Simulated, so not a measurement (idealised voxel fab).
You're looking at the process module voxel trench capacitor.
In the cross-section labelled cut, the width is 285 nm and each square cell is 5 nm.
Cross-section format: a grid of square cells, given as bands from top to bottom; each band is one or more rows of cells.
It is stipulated that each band's entry specify, in nanometres, the height of the top of the band and then that of its bottom, followed by the materials of the band in left-to-right sequence, each together with its width in nanometres. A single material marked by the word "all across" is understood to fill the band from edge to edge; the word "empty" is understood to denote empty space.
The level at which height equals 0 is the one under which the wafer, as it arrives, is entirely one material. No lower edge exists for the bottom band, which continues downward and is notated as in "z 0 and below".
Read "30..40" as a graded width: first number on top, second number at the bottom, same change between each pair of neighbouring rows.
Where a step carries "everything unchanged", the cross-section came out of it unchanged, cell for cell.
The entry titled "Non-vented voids" provides the empty spaces that have no open way to the top, restricted to those of 8 cells or more. Each is presented as width x height at distance, the distance being measured from the left edge, with all three in nm.
On each step's line, the part that comes after the settings is the simulator's own comment on the step.
If you see "overlay nm" on a step's line and that step has a mask, it's telling you how far right of where it was planned the mask ended up; a negative number means it went left instead.
Process steps foreseen in the plan
1. RECEIVE | material Si
2. CONFORMAL_DEP | material SiN | thk nm 10
3. DIRECTIONAL_DEP | material aC | thk nm 10
4. PATTERN | tone open | mask id TRENCH | material resist | width nm 25 | pitch nm 50 | thk nm 30 | overlay nm 0
5. DIRECTIONAL_ETCH | etch materials aC | depth nm 10
6. STRIP | etch materials resist
7. DIRECTIONAL_ETCH | etch materials SiN | depth nm 10
8. DIRECTIONAL_ETCH | etch materials Si | depth nm 30
9. STRIP | etch materials aC
10. CONFORMAL_DEP | material SiO2 | thk nm 5
11. FILL_DEP | material polySi | thk nm 10
12. CMP | height nm 10
Received-state cross-section, reflecting completion of step 1
z 0 and below  Si all across
Non-vented voids: none
Look at the cross-section after the module: the wafer started out the way shown above and the plan was the one shown above, yet one mistake was made along the way
z 10 to 0  110 nm SiN  5 nm SiO2  15 nm polySi  5 nm SiO2  25 nm SiN  5 nm SiO2  15 nm polySi  5 nm SiO2  100 nm SiN
z 0 to -25  110 nm Si  5 nm SiO2  15 nm polySi  5 nm SiO2  25 nm Si  5 nm SiO2  15 nm polySi  5 nm SiO2  100 nm Si
z -25 to -30  110 nm Si  25 nm SiO2  25 nm Si  25 nm SiO2  100 nm Si
z -30 and below  Si all across
Non-vented voids: none
Deviation from plan: rather than as planned, step 4 actually ran as PATTERN | tone open | mask id TRENCH | material resist | width nm 25 | pitch nm 50 | thk nm 30 | overlay nm 5
